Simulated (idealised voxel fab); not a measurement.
process module | voxel self aligned vias
The cross-section shown here is cut; it is 230 nm wide and divided into square cells measuring 5 nm on a side.
The cross-sections in this document take the form of a grid made of square cells. They are written out as bands, in order from top to bottom. Each band consists of one or more rows of cells. Per band: top height and bottom height in nm, followed by the left-to-right materials and their widths in nm; "throughout" marks a single material spanning edge to edge, "air" marks empty space. Counting heights begins at 0, where everything beneath is, in the wafer as received, one material. The lowest band has no bottom; it goes on downwards, as "0 down" shows. With a width like "30->40", each row of cells in the band differs from the next by the same amount, the top row carrying the first number and the bottom row the second. Where the words "no modifications" appear for a step, the cross-section shows no cell changed by that step; every cell remained as before. "Voids, fully enclosed": empty spaces of 8 cells or more with no open way to the top, each given as width x height at distance, distance from the left edge, all in nm. What comes after the settings on a step's line is commentary from the simulator itself on that step. When a step includes a mask, the "overlay nm" setting on its line states how far to the right of its planned place that mask lay, and negative values state how far to the left.
[So here's the lineup of process steps we planned]
1: RECEIVE,material Si
2: CONFORMAL_DEP,material SiO2,thk nm 10
3: CONFORMAL_DEP,material SiCN,thk nm 5
4: DIRECTIONAL_DEP,material SiO2,thk nm 30
5: DIRECTIONAL_DEP,material aC,thk nm 15
6: PATTERN,tone open,mask id LINES,material resist,width nm 25,pitch nm 55,thk nm 30,overlay nm 0
7: DIRECTIONAL_ETCH,etch materials aC,depth nm 15
8: STRIP,etch materials resist
9: DIRECTIONAL_ETCH,etch materials SiO2,depth nm 30
10: STRIP,etch materials aC
11: CONFORMAL_DEP,material TiN,thk nm 5
12: FILL_DEP,material W,thk nm 5
13: CMP,height nm 45
14: SELECTIVE_ETCH,etch materials W Ru TiN,depth nm 10
15: FILL_DEP,material SiN,thk nm 5
16: CMP,height nm 45
17: DIRECTIONAL_DEP,material SiO2,thk nm 15
18: DIRECTIONAL_DEP,material aC,thk nm 10
19: PATTERN,tone open,mask id VIAS,material resist,width nm 35,pitch nm 55,thk nm 25,overlay nm 0
20: DIRECTIONAL_ETCH,etch materials aC,depth nm 10
21: STRIP,etch materials resist
22: DIRECTIONAL_ETCH,etch materials SiO2,depth nm 15
23: DIRECTIONAL_ETCH,etch materials SiN,depth nm 10
24: STRIP,etch materials aC
25: CONFORMAL_DEP,material TiN,thk nm 5
26: FILL_DEP,material Ru,thk nm 5
27: CMP,height nm 60
28: CONFORMAL_DEP,material SiCN,thk nm 5
[First of two wafers - as planned]
[Wafer at receipt (post step 1), cross-section]
- 0 down: Si throughout
- Voids, fully enclosed: none
[So this is the wafer cross-section right after step 2]
- 10 to 0: SiO2 throughout
- At heights below 0, the structure remains unaltered.
[So this is the wafer cross-section right after step 3]
- 15 to 10: SiCN throughout
- At heights below 10, the structure remains unaltered.
[So this is the wafer cross-section right after step 4]
- 45 to 15: SiO2 throughout
- At heights below 15, the structure remains unaltered.
[So this is the wafer cross-section right after step 5]
- 60 to 45: aC throughout
- At heights below 45, the structure remains unaltered.
[So this is the wafer cross-section right after step 6]
- 90 to 60: resist 45 nm, air 25 nm, resist 30 nm, air 25 nm, resist 30 nm, air 25 nm, resist 50 nm
- At heights below 60, the structure remains unaltered.
[So this is the wafer cross-section right after step 7]
- 75 to 60: resist 45 nm, air 25 nm, resist 30 nm, air 25 nm, resist 30 nm, air 25 nm, resist 50 nm
- 60 to 45: aC 45 nm, air 25 nm, aC 30 nm, air 25 nm, aC 30 nm, air 25 nm, aC 50 nm
- At heights below 45, the structure remains unaltered.
[So this is the wafer cross-section right after step 8]
- 60 to 45: aC 45 nm, air 25 nm, aC 30 nm, air 25 nm, aC 30 nm, air 25 nm, aC 50 nm
- At heights below 45, the structure remains unaltered.
[So this is the wafer cross-section right after step 9]
- 60 to 45: aC 45 nm, air 25 nm, aC 30 nm, air 25 nm, aC 30 nm, air 25 nm, aC 50 nm
- 45 to 15: SiO2 45 nm, air 25 nm, SiO2 30 nm, air 25 nm, SiO2 30 nm, air 25 nm, SiO2 50 nm
- At heights below 15, the structure remains unaltered.
[So this is the wafer cross-section right after step 10]
- 45 to 15: SiO2 45 nm, air 25 nm, SiO2 30 nm, air 25 nm, SiO2 30 nm, air 25 nm, SiO2 50 nm
- At heights below 15, the structure remains unaltered.
[So this is the wafer cross-section right after step 11]
- 50 to 45: TiN 50 nm, air 15 nm, TiN 40 nm, air 15 nm, TiN 40 nm, air 15 nm, TiN 55 nm
- 45 to 20: SiO2 45 nm, TiN 5 nm, air 15 nm, TiN 5 nm, SiO2 30 nm, TiN 5 nm, air 15 nm, TiN 5 nm, SiO2 30 nm, TiN 5 nm, air 15 nm, TiN 5 nm, SiO2 50 nm
- 20 to 15: SiO2 45 nm, TiN 25 nm, SiO2 30 nm, TiN 25 nm, SiO2 30 nm, TiN 25 nm, SiO2 50 nm
- At heights below 15, the structure remains unaltered.
[So this is the wafer cross-section right after step 12]
- 55 to 50: W throughout
- 50 to 45: TiN 50 nm, W 15 nm, TiN 40 nm, W 15 nm, TiN 40 nm, W 15 nm, TiN 55 nm
- 45 to 20: SiO2 45 nm, TiN 5 nm, W 15 nm, TiN 5 nm, SiO2 30 nm, TiN 5 nm, W 15 nm, TiN 5 nm, SiO2 30 nm, TiN 5 nm, W 15 nm, TiN 5 nm, SiO2 50 nm
- At heights below 20, the structure remains unaltered.
[So this is the wafer cross-section right after step 13]
- 45 to 20: SiO2 45 nm, TiN 5 nm, W 15 nm, TiN 5 nm, SiO2 30 nm, TiN 5 nm, W 15 nm, TiN 5 nm, SiO2 30 nm, TiN 5 nm, W 15 nm, TiN 5 nm, SiO2 50 nm
- At heights below 20, the structure remains unaltered.
[So this is the wafer cross-section right after step 14]
- 45 to 35: SiO2 45 nm, air 25 nm, SiO2 30 nm, air 25 nm, SiO2 30 nm, air 25 nm, SiO2 50 nm
- At heights below 35, the structure remains unaltered.
[So this is the wafer cross-section right after step 15]
- 50 to 45: SiN throughout
- 45 to 35: SiO2 45 nm, SiN 25 nm, SiO2 30 nm, SiN 25 nm, SiO2 30 nm, SiN 25 nm, SiO2 50 nm
- At heights below 35, the structure remains unaltered.
[So this is the wafer cross-section right after step 16]
- 45 to 35: SiO2 45 nm, SiN 25 nm, SiO2 30 nm, SiN 25 nm, SiO2 30 nm, SiN 25 nm, SiO2 50 nm
- At heights below 35, the structure remains unaltered.
[So this is the wafer cross-section right after step 17]
- 60 to 45: SiO2 throughout
- At heights below 45, the structure remains unaltered.
[So this is the wafer cross-section right after step 18]
- 70 to 60: aC throughout
- At heights below 60, the structure remains unaltered.
[So this is the wafer cross-section right after step 19]
- 95 to 70: resist 40 nm, air 35 nm, resist 20 nm, air 35 nm, resist 20 nm, air 35 nm, resist 45 nm
- At heights below 70, the structure remains unaltered.
[So this is the wafer cross-section right after step 20]
- 85 to 70: resist 40 nm, air 35 nm, resist 20 nm, air 35 nm, resist 20 nm, air 35 nm, resist 45 nm
- 70 to 60: aC 40 nm, air 35 nm, aC 20 nm, air 35 nm, aC 20 nm, air 35 nm, aC 45 nm
- At heights below 60, the structure remains unaltered.
[So this is the wafer cross-section right after step 21]
- 70 to 60: aC 40 nm, air 35 nm, aC 20 nm, air 35 nm, aC 20 nm, air 35 nm, aC 45 nm
- At heights below 60, the structure remains unaltered.
[So this is the wafer cross-section right after step 22]
- 70 to 60: aC 40 nm, air 35 nm, aC 20 nm, air 35 nm, aC 20 nm, air 35 nm, aC 45 nm
- 60 to 45: SiO2 40 nm, air 35 nm, SiO2 20 nm, air 35 nm, SiO2 20 nm, air 35 nm, SiO2 45 nm
- At heights below 45, the structure remains unaltered.
[So this is the wafer cross-section right after step 23]
- 70 to 60: aC 40 nm, air 35 nm, aC 20 nm, air 35 nm, aC 20 nm, air 35 nm, aC 45 nm
- 60 to 45: SiO2 40 nm, air 35 nm, SiO2 20 nm, air 35 nm, SiO2 20 nm, air 35 nm, SiO2 45 nm
- 45 to 35: SiO2 45 nm, air 25 nm, SiO2 30 nm, air 25 nm, SiO2 30 nm, air 25 nm, SiO2 50 nm
- At heights below 35, the structure remains unaltered.
[So this is the wafer cross-section right after step 24]
- 60 to 45: SiO2 40 nm, air 35 nm, SiO2 20 nm, air 35 nm, SiO2 20 nm, air 35 nm, SiO2 45 nm
- At heights below 45, the structure remains unaltered.
[So this is the wafer cross-section right after step 25]
- 65 to 60: TiN 45 nm, air 25 nm, TiN 30 nm, air 25 nm, TiN 30 nm, air 25 nm, TiN 50 nm
- 60 to 50: SiO2 40 nm, TiN 5 nm, air 25 nm, TiN 5 nm, SiO2 20 nm, TiN 5 nm, air 25 nm, TiN 5 nm, SiO2 20 nm, TiN 5 nm, air 25 nm, TiN 5 nm, SiO2 45 nm
- 50 to 40: SiO2 40->45 nm, TiN 10->5 nm, air 15 nm, TiN 10->5 nm, SiO2 20->30 nm, TiN 10->5 nm, air 15 nm, TiN 10->5 nm, SiO2 20->30 nm, TiN 10->5 nm, air 15 nm, TiN 10->5 nm, SiO2 45->50 nm
- 40 to 35: SiO2 45 nm, TiN 25 nm, SiO2 30 nm, TiN 25 nm, SiO2 30 nm, TiN 25 nm, SiO2 50 nm
- At heights below 35, the structure remains unaltered.
[So this is the wafer cross-section right after step 26]
- 70 to 65: Ru throughout
- 65 to 60: TiN 45 nm, Ru 25 nm, TiN 30 nm, Ru 25 nm, TiN 30 nm, Ru 25 nm, TiN 50 nm
- 60 to 50: SiO2 40 nm, TiN 5 nm, Ru 25 nm, TiN 5 nm, SiO2 20 nm, TiN 5 nm, Ru 25 nm, TiN 5 nm, SiO2 20 nm, TiN 5 nm, Ru 25 nm, TiN 5 nm, SiO2 45 nm
- 50 to 40: SiO2 40->45 nm, TiN 10->5 nm, Ru 15 nm, TiN 10->5 nm, SiO2 20->30 nm, TiN 10->5 nm, Ru 15 nm, TiN 10->5 nm, SiO2 20->30 nm, TiN 10->5 nm, Ru 15 nm, TiN 10->5 nm, SiO2 45->50 nm
- At heights below 40, the structure remains unaltered.
[So this is the wafer cross-section right after step 27]
- 60 to 50: SiO2 40 nm, TiN 5 nm, Ru 25 nm, TiN 5 nm, SiO2 20 nm, TiN 5 nm, Ru 25 nm, TiN 5 nm, SiO2 20 nm, TiN 5 nm, Ru 25 nm, TiN 5 nm, SiO2 45 nm
- At heights below 50, the structure remains unaltered.
[So this is the wafer cross-section right after step 28]
- 65 to 60: SiCN throughout
- At heights below 60, the structure remains unaltered.
[For the second wafer, take the first wafer's start and plan, then add one mistake made in running it; everything through step 5, that step included, is shared with the first]
[Look at the second wafer in cross-section at the time step 6 ought to have finished]
- 90 to 60: air 45 nm, resist 25 nm, air 30 nm, resist 25 nm, air 30 nm, resist 25 nm, air 50 nm
- At heights below 60, the structure remains unaltered.
[Look at the second wafer in cross-section at the time step 7 ought to have finished]
- 75 to 60: air 45 nm, resist 25 nm, air 30 nm, resist 25 nm, air 30 nm, resist 25 nm, air 50 nm
- 60 to 45: air 45 nm, aC 25 nm, air 30 nm, aC 25 nm, air 30 nm, aC 25 nm, air 50 nm
- At heights below 45, the structure remains unaltered.
[Look at the second wafer in cross-section at the time step 8 ought to have finished]
- 60 to 45: air 45 nm, aC 25 nm, air 30 nm, aC 25 nm, air 30 nm, aC 25 nm, air 50 nm
- At heights below 45, the structure remains unaltered.
[Look at the second wafer in cross-section at the time step 9 ought to have finished]
- 60 to 45: air 45 nm, aC 25 nm, air 30 nm, aC 25 nm, air 30 nm, aC 25 nm, air 50 nm
- 45 to 15: air 45 nm, SiO2 25 nm, air 30 nm, SiO2 25 nm, air 30 nm, SiO2 25 nm, air 50 nm
- At heights below 15, the structure remains unaltered.
[Look at the second wafer in cross-section at the time step 10 ought to have finished]
- 45 to 15: air 45 nm, SiO2 25 nm, air 30 nm, SiO2 25 nm, air 30 nm, SiO2 25 nm, air 50 nm
- At heights below 15, the structure remains unaltered.
[Look at the second wafer in cross-section at the time step 11 ought to have finished]
- 50 to 45: air 40 nm, TiN 35 nm, air 20 nm, TiN 35 nm, air 20 nm, TiN 35 nm, air 45 nm
- 45 to 20: air 40 nm, TiN 5 nm, SiO2 25 nm, TiN 5 nm, air 20 nm, TiN 5 nm, SiO2 25 nm, TiN 5 nm, air 20 nm, TiN 5 nm, SiO2 25 nm, TiN 5 nm, air 45 nm
- 20 to 15: TiN 45 nm, SiO2 25 nm, TiN 30 nm, SiO2 25 nm, TiN 30 nm, SiO2 25 nm, TiN 50 nm
- At heights below 15, the structure remains unaltered.
[Look at the second wafer in cross-section at the time step 12 ought to have finished]
- 55 to 50: W throughout
- 50 to 45: W 40 nm, TiN 35 nm, W 20 nm, TiN 35 nm, W 20 nm, TiN 35 nm, W 45 nm
- 45 to 20: W 40 nm, TiN 5 nm, SiO2 25 nm, TiN 5 nm, W 20 nm, TiN 5 nm, SiO2 25 nm, TiN 5 nm, W 20 nm, TiN 5 nm, SiO2 25 nm, TiN 5 nm, W 45 nm
- At heights below 20, the structure remains unaltered.
[Look at the second wafer in cross-section at the time step 13 ought to have finished]
- 45 to 20: W 40 nm, TiN 5 nm, SiO2 25 nm, TiN 5 nm, W 20 nm, TiN 5 nm, SiO2 25 nm, TiN 5 nm, W 20 nm, TiN 5 nm, SiO2 25 nm, TiN 5 nm, W 45 nm
- At heights below 20, the structure remains unaltered.
[Look at the second wafer in cross-section at the time step 14 ought to have finished]
- 45 to 35: air 45 nm, SiO2 25 nm, air 30 nm, SiO2 25 nm, air 30 nm, SiO2 25 nm, air 50 nm
- At heights below 35, the structure remains unaltered.
[Look at the second wafer in cross-section at the time step 15 ought to have finished]
- 50 to 45: SiN throughout
- 45 to 35: SiN 45 nm, SiO2 25 nm, SiN 30 nm, SiO2 25 nm, SiN 30 nm, SiO2 25 nm, SiN 50 nm
- At heights below 35, the structure remains unaltered.
[Look at the second wafer in cross-section at the time step 16 ought to have finished]
- 45 to 35: SiN 45 nm, SiO2 25 nm, SiN 30 nm, SiO2 25 nm, SiN 30 nm, SiO2 25 nm, SiN 50 nm
- At heights below 35, the structure remains unaltered.
[Look at the second wafer in cross-section at the time step 17 ought to have finished]
- 60 to 45: SiO2 throughout
- At heights below 45, the structure remains unaltered.
[Look at the second wafer in cross-section at the time step 18 ought to have finished]
- 70 to 60: aC throughout
- At heights below 60, the structure remains unaltered.
[Look at the second wafer in cross-section at the time step 19 ought to have finished]
- 95 to 70: resist 40 nm, air 35 nm, resist 20 nm, air 35 nm, resist 20 nm, air 35 nm, resist 45 nm
- At heights below 70, the structure remains unaltered.
[Look at the second wafer in cross-section at the time step 20 ought to have finished]
- 85 to 70: resist 40 nm, air 35 nm, resist 20 nm, air 35 nm, resist 20 nm, air 35 nm, resist 45 nm
- 70 to 60: aC 40 nm, air 35 nm, aC 20 nm, air 35 nm, aC 20 nm, air 35 nm, aC 45 nm
- At heights below 60, the structure remains unaltered.
[Look at the second wafer in cross-section at the time step 21 ought to have finished]
- 70 to 60: aC 40 nm, air 35 nm, aC 20 nm, air 35 nm, aC 20 nm, air 35 nm, aC 45 nm
- At heights below 60, the structure remains unaltered.
[Look at the second wafer in cross-section at the time step 22 ought to have finished]
- 70 to 60: aC 40 nm, air 35 nm, aC 20 nm, air 35 nm, aC 20 nm, air 35 nm, aC 45 nm
- 60 to 45: SiO2 40 nm, air 35 nm, SiO2 20 nm, air 35 nm, SiO2 20 nm, air 35 nm, SiO2 45 nm
- At heights below 45, the structure remains unaltered.
[Look at the second wafer in cross-section at the time step 23 ought to have finished]
- 70 to 60: aC 40 nm, air 35 nm, aC 20 nm, air 35 nm, aC 20 nm, air 35 nm, aC 45 nm
- 60 to 45: SiO2 40 nm, air 35 nm, SiO2 20 nm, air 35 nm, SiO2 20 nm, air 35 nm, SiO2 45 nm
- 45 to 35: SiN 40 nm, air 5 nm, SiO2 25 nm, air 5 nm, SiN 20 nm, air 5 nm, SiO2 25 nm, air 5 nm, SiN 20 nm, air 5 nm, SiO2 25 nm, air 5 nm, SiN 45 nm
- At heights below 35, the structure remains unaltered.
[Look at the second wafer in cross-section at the time step 24 ought to have finished]
- 60 to 45: SiO2 40 nm, air 35 nm, SiO2 20 nm, air 35 nm, SiO2 20 nm, air 35 nm, SiO2 45 nm
- At heights below 45, the structure remains unaltered.
[Look at the second wafer in cross-section at the time step 25 ought to have finished]
- 65 to 60: TiN 45 nm, air 25 nm, TiN 30 nm, air 25 nm, TiN 30 nm, air 25 nm, TiN 50 nm
- 60 to 50: SiO2 40 nm, TiN 5 nm, air 25 nm, TiN 5 nm, SiO2 20 nm, TiN 5 nm, air 25 nm, TiN 5 nm, SiO2 20 nm, TiN 5 nm, air 25 nm, TiN 5 nm, SiO2 45 nm
- 50 to 45: SiO2 40 nm, TiN 35 nm, SiO2 20 nm, TiN 35 nm, SiO2 20 nm, TiN 35 nm, SiO2 45 nm
- 45 to 35: SiN 40 nm, TiN 5 nm, SiO2 25 nm, TiN 5 nm, SiN 20 nm, TiN 5 nm, SiO2 25 nm, TiN 5 nm, SiN 20 nm, TiN 5 nm, SiO2 25 nm, TiN 5 nm, SiN 45 nm
- At heights below 35, the structure remains unaltered.
[Look at the second wafer in cross-section at the time step 26 ought to have finished]
- 70 to 65: Ru throughout
- 65 to 60: TiN 45 nm, Ru 25 nm, TiN 30 nm, Ru 25 nm, TiN 30 nm, Ru 25 nm, TiN 50 nm
- 60 to 50: SiO2 40 nm, TiN 5 nm, Ru 25 nm, TiN 5 nm, SiO2 20 nm, TiN 5 nm, Ru 25 nm, TiN 5 nm, SiO2 20 nm, TiN 5 nm, Ru 25 nm, TiN 5 nm, SiO2 45 nm
- At heights below 50, the structure remains unaltered.
[Look at the second wafer in cross-section at the time step 27 ought to have finished]
- 60 to 50: SiO2 40 nm, TiN 5 nm, Ru 25 nm, TiN 5 nm, SiO2 20 nm, TiN 5 nm, Ru 25 nm, TiN 5 nm, SiO2 20 nm, TiN 5 nm, Ru 25 nm, TiN 5 nm, SiO2 45 nm
- At heights below 50, the structure remains unaltered.
[Look at the second wafer in cross-section at the time step 28 ought to have finished]
- 65 to 60: SiCN throughout
- At heights below 60, the structure remains unaltered.
Run error: step 6, actual vs plan mismatch, actual run PATTERN,tone cover,mask id LINES,material resist,width nm 25,pitch nm 55,thk nm 30,overlay nm 0
Wrapping up, a cell-based count of both wafers puts the second over or under the first for these materials: -18 Ru | +50 SiN | -96 SiO2 | +16 TiN | +48 W
